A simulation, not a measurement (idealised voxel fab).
process module | voxel wiring stack
cross-section cut | 180 nm wide | cells 5 nm
A cross-section is a grid of square cells, given in bands from the top down. A band is one or more rows of cells.
Each band's line starts with the height of the band's top and of its bottom, in nm. Then come its materials from left to right, each with its width in nm. One material with "throughout" fills the band from edge to edge. "air" is empty space.
Height 0 is the level under which the wafer as received is all one material. The lowest band goes on downwards, as in "0 down".
A width such as "30 to 40" changes by the same amount from each row of cells to the next, from the band's top row to its bottom row.
"no change" after a step means that no cell of the cross-section changed.
closed voids: empty space of 8 cells or more with no open way to the top, each as width x height at its distance from the left edge, in nm
after a step's settings: what the simulator itself notes on the step
overlay nm, on a step with a mask: how far to the right of its planned place the mask lay; to the left if negative
plan
1 op RECEIVE | material Si
2 op CONFORMAL_DEP | material SiO2 | thk nm 10
3 op DIRECTIONAL_DEP | material TiN | thk nm 5
4 op DIRECTIONAL_DEP | material Ru | thk nm 15
5 op MASKED_ETCH | tone cover | mask id METAL_1 | width nm 30 | pitch nm 50 | etch materials Ru | depth nm 15 | overlay nm 0
6 op MASKED_ETCH | tone cover | mask id METAL_1 | width nm 30 | pitch nm 50 | etch materials TiN | depth nm 5 | overlay nm 0
7 op CONFORMAL_DEP | material SiCN | thk nm 5
8 op FILL_DEP | material SiO2 | thk nm 10
9 op CMP | height nm 30
10 op CONFORMAL_DEP | material SiCN | thk nm 5
11 op DIRECTIONAL_DEP | material SiO2 | thk nm 30
12 op MASKED_ETCH | tone open | mask id METAL_2_HOLES | width nm 15 | pitch nm 50 | etch materials SiO2 | depth nm 30 | overlay nm 0
13 op PATTERN | tone open | mask id METAL_2 | material resist | width nm 30 | pitch nm 50 | thk nm 20 | overlay nm 0
14 op DIRECTIONAL_ETCH | etch materials SiO2 | depth nm 20
15 op DIRECTIONAL_ETCH | etch materials SiCN | depth nm 5
16 op STRIP | etch materials resist
17 op CONFORMAL_DEP | material TiN | thk nm 5
18 op FILL_DEP | material Ru | thk nm 5
19 op CMP | height nm 65
20 op CONFORMAL_DEP | material SiCN | thk nm 5
21 op DIRECTIONAL_DEP | material SiO2 | thk nm 25
22 op PATTERN | tone open | mask id METAL_3 | material resist | width nm 30 | pitch nm 50 | thk nm 20 | overlay nm 0
23 op DIRECTIONAL_ETCH | etch materials SiO2 | depth nm 15
24 op STRIP | etch materials resist
25 op MASKED_ETCH | tone open | mask id METAL_3_HOLES | width nm 15 | etch materials SiO2 | depth nm 10 | overlay nm 0
26 op MASKED_ETCH | tone open | mask id METAL_3_HOLES | width nm 15 | etch materials SiCN | depth nm 5 | overlay nm 0
27 op CONFORMAL_DEP | material TiN | thk nm 5
28 op FILL_DEP | material Ru | thk nm 10
29 op CMP | height nm 95
30 op CONFORMAL_DEP | material SiCN | thk nm 5
31 op DIRECTIONAL_DEP | material lowk | thk nm 35
32 op MASKED_ETCH | tone open | mask id METAL_4 | width nm 30 | pitch nm 50 | etch materials lowk | depth nm 20 | overlay nm 0
33 op MASKED_ETCH | tone open | mask id METAL_4_HOLES | width nm 15 | pitch nm 50 | etch materials lowk | depth nm 15 | overlay nm 0
34 op MASKED_ETCH | tone open | mask id METAL_4_HOLES | width nm 15 | pitch nm 50 | etch materials SiCN | depth nm 5 | overlay nm 0
35 op CONFORMAL_DEP | material TiN | thk nm 5
36 op FILL_DEP | material Ru | thk nm 5
37 op CMP | height nm 135
38 op CONFORMAL_DEP | material SiCN | thk nm 5
first wafer, as planned
as received, after step 1
  0 down: Si throughout
  closed voids: none
after step 2
  10 to 0: SiO2 throughout
  below 0: unchanged
after step 3
  15 to 10: TiN throughout
  below 10: unchanged
after step 4
  30 to 15: Ru throughout
  below 15: unchanged
after step 5
  30 to 15: air 50 | Ru 30 | air 20 | Ru 30 | air 50
  below 15: unchanged
after step 6
  30 to 15: air 50 | Ru 30 | air 20 | Ru 30 | air 50
  15 to 10: air 50 | TiN 30 | air 20 | TiN 30 | air 50
  below 10: unchanged
after step 7
  35 to 30: air 45 | SiCN 40 | air 10 | SiCN 40 | air 45
  30 to 15: air 45 | SiCN 5 | Ru 30 | SiCN 5 | air 10 | SiCN 5 | Ru 30 | SiCN 5 | air 45
  15 to 10: SiCN 50 | TiN 30 | SiCN 20 | TiN 30 | SiCN 50
  below 10: unchanged
after step 8
  45 to 35: SiO2 throughout
  35 to 30: SiO2 45 | SiCN 40 | SiO2 10 | SiCN 40 | SiO2 45
  30 to 15: SiO2 45 | SiCN 5 | Ru 30 | SiCN 5 | SiO2 10 | SiCN 5 | Ru 30 | SiCN 5 | SiO2 45
  below 15: unchanged
after step 9
  30 to 15: SiO2 45 | SiCN 5 | Ru 30 | SiCN 5 | SiO2 10 | SiCN 5 | Ru 30 | SiCN 5 | SiO2 45
  below 15: unchanged
after step 10
  35 to 30: SiCN throughout
  below 30: unchanged
after step 11
  65 to 35: SiO2 throughout
  below 35: unchanged
after step 12
  65 to 35: SiO2 50 | air 15 | SiO2 35 | air 15 | SiO2 65
  below 35: unchanged
after step 13
  85 to 65: resist 50 | air 30 | resist 20 | air 30 | resist 50
  below 65: unchanged
after step 14
  85 to 65: resist 50 | air 30 | resist 20 | air 30 | resist 50
  65 to 45: SiO2 50 | air 30 | SiO2 20 | air 30 | SiO2 50
  below 45: unchanged
after step 15
  85 to 65: resist 50 | air 30 | resist 20 | air 30 | resist 50
  65 to 45: SiO2 50 | air 30 | SiO2 20 | air 30 | SiO2 50
  45 to 35: SiO2 50 | air 15 | SiO2 35 | air 15 | SiO2 65
  35 to 30: SiCN 50 | air 15 | SiCN 35 | air 15 | SiCN 65
  below 30: unchanged
after step 16
  65 to 45: SiO2 50 | air 30 | SiO2 20 | air 30 | SiO2 50
  below 45: unchanged
after step 17
  70 to 65: TiN 55 | air 20 | TiN 30 | air 20 | TiN 55
  65 to 50: SiO2 50 | TiN 5 | air 20 | TiN 5 | SiO2 20 | TiN 5 | air 20 | TiN 5 | SiO2 50
  50 to 45: SiO2 50 | TiN 5 | air 5 | TiN 20 | SiO2 20 | TiN 5 | air 5 | TiN 20 | SiO2 50
  45 to 35: SiO2 50 | TiN 5 | air 5 | TiN 5 | SiO2 35 | TiN 5 | air 5 | TiN 5 | SiO2 65
  35 to 30: SiCN 50 | TiN 15 | SiCN 35 | TiN 15 | SiCN 65
  below 30: unchanged
after step 18
  75 to 70: Ru throughout
  70 to 65: TiN 55 | Ru 20 | TiN 30 | Ru 20 | TiN 55
  65 to 50: SiO2 50 | TiN 5 | Ru 20 | TiN 5 | SiO2 20 | TiN 5 | Ru 20 | TiN 5 | SiO2 50
  50 to 45: SiO2 50 | TiN 5 | Ru 5 | TiN 20 | SiO2 20 | TiN 5 | Ru 5 | TiN 20 | SiO2 50
  45 to 35: SiO2 50 | TiN 5 | Ru 5 | TiN 5 | SiO2 35 | TiN 5 | Ru 5 | TiN 5 | SiO2 65
  below 35: unchanged
after step 19
  65 to 50: SiO2 50 | TiN 5 | Ru 20 | TiN 5 | SiO2 20 | TiN 5 | Ru 20 | TiN 5 | SiO2 50
  below 50: unchanged
after step 20
  70 to 65: SiCN throughout
  below 65: unchanged
after step 21
  95 to 70: SiO2 throughout
  below 70: unchanged
after step 22
  115 to 95: resist 50 | air 30 | resist 20 | air 30 | resist 50
  below 95: unchanged
after step 23
  115 to 95: resist 50 | air 30 | resist 20 | air 30 | resist 50
  95 to 80: SiO2 50 | air 30 | SiO2 20 | air 30 | SiO2 50
  below 80: unchanged
after step 24
  95 to 80: SiO2 50 | air 30 | SiO2 20 | air 30 | SiO2 50
  below 80: unchanged
after step 25
  95 to 80: SiO2 50 | air 30 | SiO2 20 | air 30 | SiO2 50
  80 to 70: SiO2 50 | air 15 | SiO2 115
  below 70: unchanged
after step 26
  95 to 80: SiO2 50 | air 30 | SiO2 20 | air 30 | SiO2 50
  80 to 70: SiO2 50 | air 15 | SiO2 115
  70 to 65: SiCN 50 | air 15 | SiCN 115
  below 65: unchanged
after step 27
  100 to 95: TiN 55 | air 20 | TiN 30 | air 20 | TiN 55
  95 to 85: SiO2 50 | TiN 5 | air 20 | TiN 5 | SiO2 20 | TiN 5 | air 20 | TiN 5 | SiO2 50
  85 to 80: SiO2 50 | TiN 5 | air 5 | TiN 20 | SiO2 20 | TiN 30 | SiO2 50
  80 to 70: SiO2 50 | TiN 5 | air 5 | TiN 5 | SiO2 115
  70 to 65: SiCN 50 | TiN 15 | SiCN 115
  below 65: unchanged
after step 28
  110 to 100: Ru throughout
  100 to 95: TiN 55 | Ru 20 | TiN 30 | Ru 20 | TiN 55
  95 to 85: SiO2 50 | TiN 5 | Ru 20 | TiN 5 | SiO2 20 | TiN 5 | Ru 20 | TiN 5 | SiO2 50
  85 to 80: SiO2 50 | TiN 5 | Ru 5 | TiN 20 | SiO2 20 | TiN 30 | SiO2 50
  80 to 70: SiO2 50 | TiN 5 | Ru 5 | TiN 5 | SiO2 115
  below 70: unchanged
after step 29
  95 to 85: SiO2 50 | TiN 5 | Ru 20 | TiN 5 | SiO2 20 | TiN 5 | Ru 20 | TiN 5 | SiO2 50
  below 85: unchanged
after step 30
  100 to 95: SiCN throughout
  below 95: unchanged
after step 31
  135 to 100: lowk throughout
  below 100: unchanged
after step 32
  135 to 115: lowk 50 | air 30 | lowk 20 | air 30 | lowk 50
  below 115: unchanged
after step 33
  135 to 115: lowk 50 | air 30 | lowk 20 | air 30 | lowk 50
  115 to 100: lowk 50 | air 15 | lowk 35 | air 15 | lowk 65
  below 100: unchanged
after step 34
  135 to 115: lowk 50 | air 30 | lowk 20 | air 30 | lowk 50
  115 to 100: lowk 50 | air 15 | lowk 35 | air 15 | lowk 65
  100 to 95: SiCN 50 | air 15 | SiCN 35 | air 15 | SiCN 65
  below 95: unchanged
after step 35
  140 to 135: TiN 55 | air 20 | TiN 30 | air 20 | TiN 55
  135 to 120: lowk 50 | TiN 5 | air 20 | TiN 5 | lowk 20 | TiN 5 | air 20 | TiN 5 | lowk 50
  120 to 115: lowk 50 | TiN 5 | air 5 | TiN 20 | lowk 20 | TiN 5 | air 5 | TiN 20 | lowk 50
  115 to 100: lowk 50 | TiN 5 | air 5 | TiN 5 | lowk 35 | TiN 5 | air 5 | TiN 5 | lowk 65
  100 to 95: SiCN 50 | TiN 15 | SiCN 35 | TiN 15 | SiCN 65
  below 95: unchanged
after step 36
  145 to 140: Ru throughout
  140 to 135: TiN 55 | Ru 20 | TiN 30 | Ru 20 | TiN 55
  135 to 120: lowk 50 | TiN 5 | Ru 20 | TiN 5 | lowk 20 | TiN 5 | Ru 20 | TiN 5 | lowk 50
  120 to 115: lowk 50 | TiN 5 | Ru 5 | TiN 20 | lowk 20 | TiN 5 | Ru 5 | TiN 20 | lowk 50
  115 to 100: lowk 50 | TiN 5 | Ru 5 | TiN 5 | lowk 35 | TiN 5 | Ru 5 | TiN 5 | lowk 65
  below 100: unchanged
after step 37
  135 to 120: lowk 50 | TiN 5 | Ru 20 | TiN 5 | lowk 20 | TiN 5 | Ru 20 | TiN 5 | lowk 50
  below 120: unchanged
after step 38
  140 to 135: SiCN throughout
  below 135: unchanged
second wafer: like start, like plan, one mistake. Through step 32 it matches the first wafer
when step 33 should have ended
  135 to 120: lowk 45 | air 35 | lowk 15 | air 35 | lowk 50
  120 to 115: lowk 50 | air 30 | lowk 20 | air 30 | lowk 50
  115 to 100: lowk 50 | air 20 | lowk 30 | air 20 | lowk 60
  below 100: unchanged
when step 34 should have ended
  135 to 120: lowk 45 | air 35 | lowk 15 | air 35 | lowk 50
  120 to 115: lowk 50 | air 30 | lowk 20 | air 30 | lowk 50
  115 to 100: lowk 50 | air 20 | lowk 30 | air 20 | lowk 60
  100 to 95: SiCN 50 | air 15 | SiCN 35 | air 15 | SiCN 65
  below 95: unchanged
when step 35 should have ended
  140 to 135: TiN 50 | air 25 | TiN 25 | air 25 | TiN 55
  135 to 125: lowk 45 | TiN 5 | air 25 | TiN 5 | lowk 15 | TiN 5 | air 25 | TiN 5 | lowk 50
  125 to 115: lowk 45 to 50 | TiN 10 to 5 | air 20 to 10 | TiN 5 to 15 | lowk 15 to 20 | TiN 10 to 5 | air 20 to 10 | TiN 5 to 15 | lowk 50
  115 to 105: lowk 50 | TiN 5 | air 10 | TiN 5 | lowk 30 | TiN 5 | air 10 | TiN 5 | lowk 60
  105 to 100: lowk 50 | TiN 5 | air 5 | TiN 10 | lowk 30 | TiN 5 | air 5 | TiN 10 | lowk 60
  100 to 95: SiCN 50 | TiN 15 | SiCN 35 | TiN 15 | SiCN 65
  below 95: unchanged
when step 36 should have ended
  145 to 140: Ru throughout
  140 to 135: TiN 50 | Ru 25 | TiN 25 | Ru 25 | TiN 55
  135 to 125: lowk 45 | TiN 5 | Ru 25 | TiN 5 | lowk 15 | TiN 5 | Ru 25 | TiN 5 | lowk 50
  125 to 115: lowk 45 to 50 | TiN 10 to 5 | Ru 20 to 10 | TiN 5 to 15 | lowk 15 to 20 | TiN 10 to 5 | Ru 20 to 10 | TiN 5 to 15 | lowk 50
  115 to 105: lowk 50 | TiN 5 | Ru 10 | TiN 5 | lowk 30 | TiN 5 | Ru 10 | TiN 5 | lowk 60
  105 to 100: lowk 50 | TiN 5 | Ru 5 | TiN 10 | lowk 30 | TiN 5 | Ru 5 | TiN 10 | lowk 60
  below 100: unchanged
when step 37 should have ended
  135 to 125: lowk 45 | TiN 5 | Ru 25 | TiN 5 | lowk 15 | TiN 5 | Ru 25 | TiN 5 | lowk 50
  below 125: unchanged
when step 38 should have ended
  140 to 135: SiCN throughout
  below 135: unchanged
what went wrong: step 33 ran as: op MASKED_ETCH | tone open | mask id METAL_4_HOLES | width nm 25 | pitch nm 50 | etch materials lowk | depth nm 15 | overlay nm 0
at the end the second wafer has, in cells: 10 more of Ru | 2 more of TiN | 12 fewer of lowk
